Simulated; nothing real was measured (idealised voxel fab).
The process module presented herein is designated voxel quadruple lines.
Cross-sectional view cut (width: 165 nm; square cell size: 5 nm).
Cross-section = grid of square cells, listed top down in bands; band = one or more rows. It is stipulated that each band's entry specify, in nanometres, the height of the top of the band and then that of its bottom, followed by the materials of the band in left-to-right sequence, each together with its width in nanometres. A single material marked by the word "everywhere" is understood to fill the band from edge to edge; the word "blank" is understood to denote empty space. Heights are expressed relative to 0, this being the level below which the as-received wafer comprises one material exclusively. The lowest band is unbounded in the downward direction and is denoted as in "0 -> down". You'd read "30->40" like this: the band's top row of cells is as wide as the first number, its bottom row is as wide as the second, and going down, every row changes width by the same amount as the row before did. "left unchanged", as given for a step, is the statement that not any cell of the cross-section underwent a change during that step. "Closed void entries" - sealed voids, min. 8 cells, no opening to top; format: width x height at distance (distance from left edge; nm throughout). Where a step's line continues beyond its settings, the continuation is a remark by the simulator itself on that step. On any step carrying a mask, the "overlay nm" setting, if present on the step's line, tells how far right of its planned place the mask lay; negative values point to the left.
STEPS PLANNED FOR THE PROCESS
1) RECEIVE (material Si)
2) CONFORMAL_DEP (material SiO2; thk nm 10)
3) DIRECTIONAL_DEP (material TiN; thk nm 15)
4) DIRECTIONAL_DEP (material polySi; thk nm 15)
5) DIRECTIONAL_DEP (material aC; thk nm 20)
6) PATTERN (tone cover; mask id MANDREL; material resist; width nm 25; thk nm 30; overlay nm 0)
7) DIRECTIONAL_ETCH (etch materials aC; depth nm 20)
8) STRIP (etch materials resist)
9) CONFORMAL_DEP (material SiO2; thk nm 15)
10) DIRECTIONAL_ETCH (etch materials SiO2; depth nm 15)
11) STRIP (etch materials aC)
12) DIRECTIONAL_ETCH (etch materials polySi; depth nm 15)
13) STRIP (etch materials SiO2)
14) CONFORMAL_DEP (material SiCN; thk nm 5)
15) DIRECTIONAL_ETCH (etch materials SiCN; depth nm 5)
16) STRIP (etch materials polySi)
17) DIRECTIONAL_ETCH (etch materials TiN; depth nm 15)
18) STRIP (etch materials SiCN)
HERE'S WHAT THE WAFER LOOKED LIKE IN CROSS-SECTION WHEN IT ARRIVED - THAT'S AFTER STEP 1
- 0 -> down  Si everywhere
- Closed void entries: none
HERE'S THE WAFER CUT IN CROSS-SECTION AFTER THE MODULE, STARTED AND PLANNED JUST LIKE ABOVE, EXCEPT ONE THING WAS DONE WRONG IN THE RUN
- 30 -> 15  blank 50 nm  TiN 5 nm  blank 15 nm  TiN 5 nm  blank 15 nm  TiN 5 nm  blank 15 nm  TiN 5 nm  blank 50 nm
- 15 -> 0  SiO2 everywhere
- 0 -> down  Si everywhere
- Closed void entries: none
The mistake made against the process plan was this: note that step 2 departed from the planned setting and was carried out as CONFORMAL_DEP (material SiO2; thk nm 15)
